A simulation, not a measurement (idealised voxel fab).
process module | voxel ribs on slabs
cross-section cut | 270 nm wide | cells 5 nm
A cross-section is a grid of square cells, given in bands from the top down. A band is one or more rows of cells.
Each band's line starts with the height of the band's top and of its bottom, in nm. Then come its materials from left to right, each with its width in nm. One material with "throughout" fills the band from edge to edge. "air" is empty space.
Height 0 is the level under which the wafer as received is all one material. The lowest band goes on downwards, as in "0 down".
A width such as "30 to 40" changes by the same amount from each row of cells to the next, from the band's top row to its bottom row.
"no change" after a step means that no cell of the cross-section changed.
closed voids: empty space of 8 cells or more with no open way to the top, each as width x height at its distance from the left edge, in nm
after a step's settings: what the simulator itself notes on the step
overlay nm, on a step with a mask: how far to the right of its planned place the mask lay; to the left if negative
plan
1 op RECEIVE | material Si
2 op DIRECTIONAL_DEP | material SiO2 | thk nm 20
3 op DIRECTIONAL_DEP | material polySi | thk nm 20
4 op DIRECTIONAL_DEP | material aC | thk nm 10
5 op PATTERN | tone cover | mask id RIB | material resist | width nm 20 | thk nm 30 | overlay nm 0
6 op DIRECTIONAL_ETCH | etch materials aC | depth nm 10
7 op STRIP | etch materials resist
8 op DIRECTIONAL_ETCH | etch materials polySi | depth nm 15
9 op STRIP | etch materials aC
10 op PATTERN | tone cover | mask id SLAB | material resist | width nm 60 | thk nm 15 | overlay nm 0
11 op DIRECTIONAL_ETCH | etch materials polySi | depth nm 5
12 op STRIP | etch materials resist
13 op FILL_DEP | material SiO2 | thk nm 25
14 op CMP | height nm 55
15 op DIRECTIONAL_DEP | material W | thk nm 5
16 op PATTERN | tone cover | mask id HEATER | material resist | width nm 30 | thk nm 20 | overlay nm 0
17 op DIRECTIONAL_ETCH | etch materials W | depth nm 5
18 op STRIP | etch materials resist
19 op CONFORMAL_DEP | material SiN | thk nm 5
as received, after step 1
  0 down: Si throughout
  closed voids: none
first wafer at the end, as planned
  65 to 60: air 115 | SiN 40 | air 115
  60 to 55: SiN 120 | W 30 | SiN 120
  55 to 40: SiO2 throughout
  40 to 25: SiO2 125 | polySi 20 | SiO2 125
  25 to 20: SiO2 105 | polySi 60 | SiO2 105
  20 to 0: SiO2 throughout
  0 down: Si throughout
  closed voids: none
second wafer at the end: like start, like plan, one mistake
  65 to 60: air 115 | SiN 40 | air 115
  60 to 55: SiN 120 | W 30 | SiN 120
  55 to 45: SiO2 125 | polySi 20 | SiO2 125
  45 to 40: SiO2 105 | polySi 60 | SiO2 105
  40 to 0: SiO2 throughout
  0 down: Si throughout
  closed voids: none
what went wrong: step 2 was run twice
at the end the second wafer has, in cells: 4 more of SiO2 | 4 fewer of polySi
